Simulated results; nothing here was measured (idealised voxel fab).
Process module under the name voxel transistor to metal
It is cross-section cut that appears here, measuring 170 nm in width, its square cells being 5 nm in size.
Heads up, the way a cross-section reads in here is a grid of square cells, handed over as bands from the top down, with every band being one or more rows of cells.
Quick guide to a band line: top height, bottom height (nm) up front; then every material left to right with its width in nm. Only one material and it's marked "all across"? Then it fills the band edge to edge. And "air" just means empty space.
Height 0 is the level under which the wafer as received is all one material. The lowest band goes on downwards, as in "0 down".
It should be noted that a width expressed as "30->40" varies in equal increments from row to row of cells within the band, taking the value of the first number at the top row and that of the second number at the bottom row.
Step marked "no alterations made"? Then no cell in the cross-section changed in it.
Heads up: "Entrapped voids" only lists the empty pockets with no open path to the top that are 8 cells or more, and it writes them as width x height at distance, distance from the left edge, in nm.
The remark found on a step's line after its settings is issued by the simulator itself and pertains to that step.
overlay nm: mask right of planned place by this much (step with mask). Neg. = left.
These are the steps we planned for the process:
| 1 | RECEIVE [material Si] |
| 2 | OXIDIZE [depth nm 5] |
| 3 | CONFORMAL_DEP [material SiN] [thk nm 15] |
| 4 | PATTERN [tone cover] [mask id ACTIVE] [material resist] [width nm 110] [thk nm 15] [overlay nm 0] |
| 5 | DIRECTIONAL_ETCH [etch materials SiN] [depth nm 15] |
| 6 | DIRECTIONAL_ETCH [etch materials SiO2] [depth nm 5] |
| 7 | DIRECTIONAL_ETCH [etch materials Si] [depth nm 25] |
| 8 | STRIP [etch materials resist] |
| 9 | FILL_DEP [material SiO2] [thk nm 15] |
| 10 | CMP [height nm 15] |
| 11 | SELECTIVE_ETCH [etch materials SiO2] [depth nm 10] |
| 12 | STRIP [etch materials SiN] |
| 13 | SELECTIVE_ETCH [etch materials SiO2] [depth nm 5] |
| 14 | OXIDIZE [depth nm 5] |
| 15 | DIRECTIONAL_DEP [material polySi] [thk nm 30] |
| 16 | DIRECTIONAL_DEP [material SiCN] [thk nm 10] |
| 17 | MASKED_ETCH [tone cover] [mask id GATE] [width nm 20] [etch materials SiCN] [depth nm 20] [overlay nm 0] |
| 18 | MASKED_ETCH [tone cover] [mask id GATE] [width nm 20] [etch materials polySi] [depth nm 40] [overlay nm 0] |
| 19 | CONFORMAL_DEP [material SiO2] [thk nm 5] |
| 20 | DIRECTIONAL_ETCH [etch materials SiO2] [depth nm 5] |
| 21 | CONFORMAL_DEP [material SiN] [thk nm 5] |
| 22 | DIRECTIONAL_ETCH [etch materials SiN] [depth nm 5] |
| 23 | DIRECTIONAL_ETCH [etch materials SiO2] [depth nm 5] |
| 24 | DIRECTIONAL_ETCH [etch materials Si] [depth nm 15] |
| 25 | EPI [material nSi] [thk nm 20] |
| 26 | FILL_DEP [material SiO2] [thk nm 5] |
| 27 | CMP [height nm 35] |
| 28 | DIRECTIONAL_DEP [material SiO2] [thk nm 15] |
| 29 | PATTERN [tone open] [mask id CONTACT] [material resist] [width nm 30] [pitch nm 60] [thk nm 15] [overlay nm 0] |
| 30 | DIRECTIONAL_ETCH [etch materials SiO2] [depth nm 40] |
| 31 | STRIP [etch materials resist] |
| 32 | CONFORMAL_DEP [material TiN] [thk nm 5] |
| 33 | FILL_DEP [material W] [thk nm 10] |
| 34 | CMP [height nm 50] |
| 35 | DIRECTIONAL_DEP [material TiN] [thk nm 5] |
| 36 | DIRECTIONAL_DEP [material W] [thk nm 15] |
| 37 | PATTERN [tone cover] [mask id METAL_1] [material resist] [width nm 20] [pitch nm 70] [thk nm 15] [overlay nm 0] |
| 38 | DIRECTIONAL_ETCH [etch materials W] [depth nm 15] |
| 39 | DIRECTIONAL_ETCH [etch materials TiN] [depth nm 5] |
| 40 | STRIP [etch materials resist] |
| 41 | CONFORMAL_DEP [material SiN] [thk nm 5] |
| 42 | FILL_DEP [material lowk] [thk nm 10] |
| 43 | CMP [height nm 70] |
| 44 | CONFORMAL_DEP [material SiCN] [thk nm 5] |
| 45 | DIRECTIONAL_DEP [material lowk] [thk nm 25] |
| 46 | DIRECTIONAL_DEP [material aC] [thk nm 10] |
| 47 | PATTERN [tone open] [mask id METAL_2_HOLES] [material resist] [width nm 15] [pitch nm 70] [thk nm 25] [overlay nm 0] |
| 48 | DIRECTIONAL_ETCH [etch materials aC] [depth nm 10] |
| 49 | STRIP [etch materials resist] |
| 50 | DIRECTIONAL_ETCH [etch materials lowk] [depth nm 25] |
| 51 | STRIP [etch materials aC] |
| 52 | MASKED_ETCH [tone open] [mask id METAL_2] [width nm 20] [pitch nm 70] [etch materials lowk] [depth nm 15] [overlay nm 0] |
| 53 | MASKED_ETCH [tone open] [mask id METAL_2] [width nm 20] [pitch nm 70] [etch materials SiCN] [depth nm 5] [overlay nm 0] |
| 54 | CONFORMAL_DEP [material TiN] [thk nm 5] |
| 55 | FILL_DEP [material Cu] [thk nm 10] |
| 56 | CMP [height nm 100] |
| 57 | CONFORMAL_DEP [material SiCN] [thk nm 5] |
Cross-section of the incoming wafer, state after step 1:
- 0 down | Si all across
- Entrapped voids: none
First of two wafers: cross-section at end of module, run per plan:
- 105 to 100 | SiCN all across
- 100 to 90 | lowk 40 nm; TiN 5 nm; Cu 10 nm; TiN 5 nm; lowk 50 nm; TiN 5 nm; Cu 10 nm; TiN 5 nm; lowk 40 nm
- 90 to 85 | lowk 40 nm; TiN 5 nm; Cu 5 nm; TiN 10 nm; lowk 50 nm; TiN 5 nm; Cu 5 nm; TiN 10 nm; lowk 40 nm
- 85 to 75 | lowk 40 nm; TiN 5 nm; Cu 5 nm; TiN 5 nm; lowk 55 nm; TiN 5 nm; Cu 5 nm; TiN 5 nm; lowk 45 nm
- 75 to 70 | SiCN 40 nm; TiN 15 nm; SiCN 55 nm; TiN 15 nm; SiCN 45 nm
- 70 to 55 | lowk 35 nm; SiN 5 nm; W 20 nm; SiN 5 nm; lowk 40 nm; SiN 5 nm; W 20 nm; SiN 5 nm; lowk 35 nm
- 55 to 50 | SiN 40 nm; TiN 20 nm; SiN 50 nm; TiN 20 nm; SiN 40 nm
- 50 to 40 | SiO2 40 nm; TiN 5 nm; W 20 nm; TiN 5 nm; SiO2 30 nm; TiN 5 nm; W 20 nm; TiN 5 nm; SiO2 40 nm
- 40 to 35 | SiO2 40 nm; TiN 5 nm; W 15 nm; TiN 10 nm; SiO2 30 nm; TiN 10 nm; W 15 nm; TiN 5 nm; SiO2 40 nm
- 35 to 25 | SiO2 40 nm; TiN 5 nm; W 15 nm; TiN 5 nm; SiN 5 nm; SiO2 5 nm; SiCN 20 nm; SiO2 5 nm; SiN 5 nm; TiN 5 nm; W 15 nm; TiN 5 nm; SiO2 40 nm
- 25 to 15 | SiO2 40 nm; TiN 5 nm; W 15 nm; TiN 5 nm; SiN 5 nm; SiO2 5 nm; polySi 20 nm; SiO2 5 nm; SiN 5 nm; TiN 5 nm; W 15 nm; TiN 5 nm; SiO2 40 nm
- 15 to 10 | SiO2 40 nm; TiN 25 nm; SiN 5 nm; SiO2 5 nm; polySi 20 nm; SiO2 5 nm; SiN 5 nm; TiN 25 nm; SiO2 40 nm
- 10 to 0 | SiO2 25 nm; nSi 40 nm; SiN 5 nm; SiO2 5 nm; polySi 20 nm; SiO2 5 nm; SiN 5 nm; nSi 40 nm; SiO2 25 nm
- 0 to -5 | SiO2 25 nm; nSi 5 nm; SiN 5 nm; nSi 30 nm; SiN 5 nm; SiO2 5 nm; polySi 20 nm; SiO2 5 nm; SiN 5 nm; nSi 30 nm; SiN 5 nm; nSi 5 nm; SiO2 25 nm
- -5 to -10 | SiO2 35 nm; nSi 30 nm; SiO2 40 nm; nSi 30 nm; SiO2 35 nm
- -10 to -25 | SiO2 30 nm; Si 5 nm; nSi 30 nm; Si 40 nm; nSi 30 nm; Si 5 nm; SiO2 30 nm
- -25 to -30 | SiO2 30 nm; Si 110 nm; SiO2 30 nm
- -30 down | Si all across
- Entrapped voids: none
Cross-section, wafer two of two, end of module: same start and plan as wafer one, one error in execution:
- 105 to 100 | SiCN all across
- 100 to 90 | lowk 40 nm; TiN 5 nm; Cu 10 nm; TiN 5 nm; lowk 50 nm; TiN 5 nm; Cu 10 nm; TiN 5 nm; lowk 40 nm
- 90 to 85 | lowk 40 nm; TiN 5 nm; Cu 5 nm; TiN 10 nm; lowk 50 nm; TiN 5 nm; Cu 5 nm; TiN 10 nm; lowk 40 nm
- 85 to 75 | lowk 40 nm; TiN 5 nm; Cu 5 nm; TiN 5 nm; lowk 55 nm; TiN 5 nm; Cu 5 nm; TiN 5 nm; lowk 45 nm
- 75 to 70 | SiCN 40 nm; TiN 15 nm; SiCN 55 nm; TiN 15 nm; SiCN 45 nm
- 70 to 65 | lowk 35 nm; SiN 5 nm; W 20 nm; SiN 5 nm; lowk 40 nm; SiN 5 nm; W 20 nm; SiN 5 nm; lowk 35 nm
- 65 to 60 | SiN 40 nm; TiN 20 nm; SiN 50 nm; TiN 20 nm; SiN 40 nm
- 60 to 50 | TiN all across
- 50 to 40 | SiO2 40 nm; TiN 5 nm; W 20 nm; TiN 5 nm; SiO2 30 nm; TiN 5 nm; W 20 nm; TiN 5 nm; SiO2 40 nm
- 40 to 35 | SiO2 40 nm; TiN 5 nm; W 15 nm; TiN 10 nm; SiO2 30 nm; TiN 10 nm; W 15 nm; TiN 5 nm; SiO2 40 nm
- 35 to 25 | SiO2 40 nm; TiN 5 nm; W 15 nm; TiN 5 nm; SiN 5 nm; SiO2 5 nm; SiCN 20 nm; SiO2 5 nm; SiN 5 nm; TiN 5 nm; W 15 nm; TiN 5 nm; SiO2 40 nm
- 25 to 15 | SiO2 40 nm; TiN 5 nm; W 15 nm; TiN 5 nm; SiN 5 nm; SiO2 5 nm; polySi 20 nm; SiO2 5 nm; SiN 5 nm; TiN 5 nm; W 15 nm; TiN 5 nm; SiO2 40 nm
- 15 to 10 | SiO2 40 nm; TiN 25 nm; SiN 5 nm; SiO2 5 nm; polySi 20 nm; SiO2 5 nm; SiN 5 nm; TiN 25 nm; SiO2 40 nm
- 10 to 0 | SiO2 25 nm; nSi 40 nm; SiN 5 nm; SiO2 5 nm; polySi 20 nm; SiO2 5 nm; SiN 5 nm; nSi 40 nm; SiO2 25 nm
- 0 to -5 | SiO2 25 nm; nSi 5 nm; SiN 5 nm; nSi 30 nm; SiN 5 nm; SiO2 5 nm; polySi 20 nm; SiO2 5 nm; SiN 5 nm; nSi 30 nm; SiN 5 nm; nSi 5 nm; SiO2 25 nm
- -5 to -10 | SiO2 35 nm; nSi 30 nm; SiO2 40 nm; nSi 30 nm; SiO2 35 nm
- -10 to -25 | SiO2 30 nm; Si 5 nm; nSi 30 nm; Si 40 nm; nSi 30 nm; Si 5 nm; SiO2 30 nm
- -25 to -30 | SiO2 30 nm; Si 110 nm; SiO2 30 nm
- -30 down | Si all across
- Entrapped voids: none
Where did the run depart from the plan? it should be noted that step 35 was executed with settings other than those planned, the operation and settings actually applied being DIRECTIONAL_DEP [material TiN] [thk nm 15]
Upon completion, the second wafer contains, in terms of cells, a greater or smaller amount of certain materials than the first wafer: -8 SiN; +68 TiN; -16 W; -44 lowk
